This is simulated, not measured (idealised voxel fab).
process module | voxel self aligned contacts
cross-section cut | 210 nm wide | cells 5 nm
A cross-section is a grid of square cells, given in bands from the top down. A band is one or more rows of cells.
Each band's line starts with the height of the band's top and of its bottom, in nm. Then come its materials from left to right, each with its width in nm. One material with "throughout" fills the band from edge to edge. "air" is empty space.
Height 0 is the level under which the wafer as received is all one material. The lowest band goes on downwards, as in "0 down".
A width such as "30 to 40" changes by the same amount from each row of cells to the next, from the band's top row to its bottom row.
"no change" after a step means that no cell of the cross-section changed.
closed voids: empty space of 8 cells or more with no open way to the top, each as width x height at its distance from the left edge, in nm
after a step's settings: what the simulator itself notes on the step
overlay nm, on a step with a mask: how far to the right of its planned place the mask lay; to the left if negative
plan
1 op RECEIVE | material Si
2 op CONFORMAL_DEP | material SiO2 | thk nm 5
3 op DIRECTIONAL_DEP | material polySi | thk nm 30
4 op DIRECTIONAL_DEP | material SiN | thk nm 20
5 op PATTERN | tone cover | mask id GATE | material resist | width nm 30 | pitch nm 55 | thk nm 15 | overlay nm -15
6 op DIRECTIONAL_ETCH | etch materials SiN | depth nm 20
7 op DIRECTIONAL_ETCH | etch materials polySi | depth nm 30
8 op STRIP | etch materials resist
9 op CONFORMAL_DEP | material SiN | thk nm 5
10 op DIRECTIONAL_ETCH | etch materials SiN | depth nm 5
11 op FILL_DEP | material SiO2 | thk nm 15
12 op CMP | height nm 60
13 op MASKED_ETCH | tone open | mask id CONTACT | width nm 35 | pitch nm 55 | etch materials SiO2 | depth nm 60 | overlay nm 0
14 op CONFORMAL_DEP | material TiN | thk nm 5
15 op FILL_DEP | material W | thk nm 5
16 op CMP | height nm 60
17 op CONFORMAL_DEP | material SiCN | thk nm 5
varied across the wafers: overlay nm of step 5. The plan shows the first wafer's value. All wafers start alike
first wafer as received, after step 1
  0 down: Si throughout
  closed voids: none
first wafer at the end, after step 17
  65 to 60: SiCN throughout
  60 to 55: SiO2 60 | TiN 35 | SiO2 20 | TiN 35 | SiO2 60
  55 to 35: SiO2 15 | SiN 40 | SiO2 5 | TiN 10 | SiN 40 | SiO2 5 | TiN 10 | SiN 40 | SiO2 45
  35 to 5: SiO2 15 | SiN 5 | polySi 30 | SiN 5 | SiO2 5 | TiN 10 | SiN 5 | polySi 30 | SiN 5 | SiO2 5 | TiN 10 | SiN 5 | polySi 30 | SiN 5 | SiO2 45
  5 to 0: SiO2 60 | TiN 10 | SiO2 45 | TiN 10 | SiO2 85
  0 down: Si throughout
  closed voids: none
last wafer at the end
  65 to 60: SiCN throughout
  60 to 55: SiO2 60 | TiN 35 | SiO2 20 | TiN 35 | SiO2 60
  55 to 35: SiO2 45 | SiN 40 | TiN 10 | SiO2 5 | SiN 40 | TiN 10 | SiO2 5 | SiN 40 | SiO2 15
  35 to 5: SiO2 45 | SiN 5 | polySi 30 | SiN 5 | TiN 10 | SiO2 5 | SiN 5 | polySi 30 | SiN 5 | TiN 10 | SiO2 5 | SiN 5 | polySi 30 | SiN 5 | SiO2 15
  5 to 0: SiO2 85 | TiN 10 | SiO2 45 | TiN 10 | SiO2 60
  0 down: Si throughout
  closed voids: none
each wafer at the end: cells of each material gained (+) or lost (-) since it was received, then its closed voids
overlay nm -15 | +42 SiCN | +132 SiN | +206 SiO2 | +58 TiN | +108 polySi | closed voids: none
overlay nm -10 | +42 SiCN | +132 SiN | +184 SiO2 | +58 TiN | +22 W | +108 polySi | closed voids: none
overlay nm -5 | +42 SiCN | +132 SiN | +184 SiO2 | +58 TiN | +22 W | +108 polySi | closed voids: none
overlay nm 0 | +42 SiCN | +132 SiN | +184 SiO2 | +58 TiN | +22 W | +108 polySi | closed voids: none
overlay nm 5 | +42 SiCN | +132 SiN | +184 SiO2 | +58 TiN | +22 W | +108 polySi | closed voids: none
overlay nm 10 | +42 SiCN | +132 SiN | +184 SiO2 | +58 TiN | +22 W | +108 polySi | closed voids: none
overlay nm 15 | +42 SiCN | +132 SiN | +206 SiO2 | +58 TiN | +108 polySi | closed voids: none
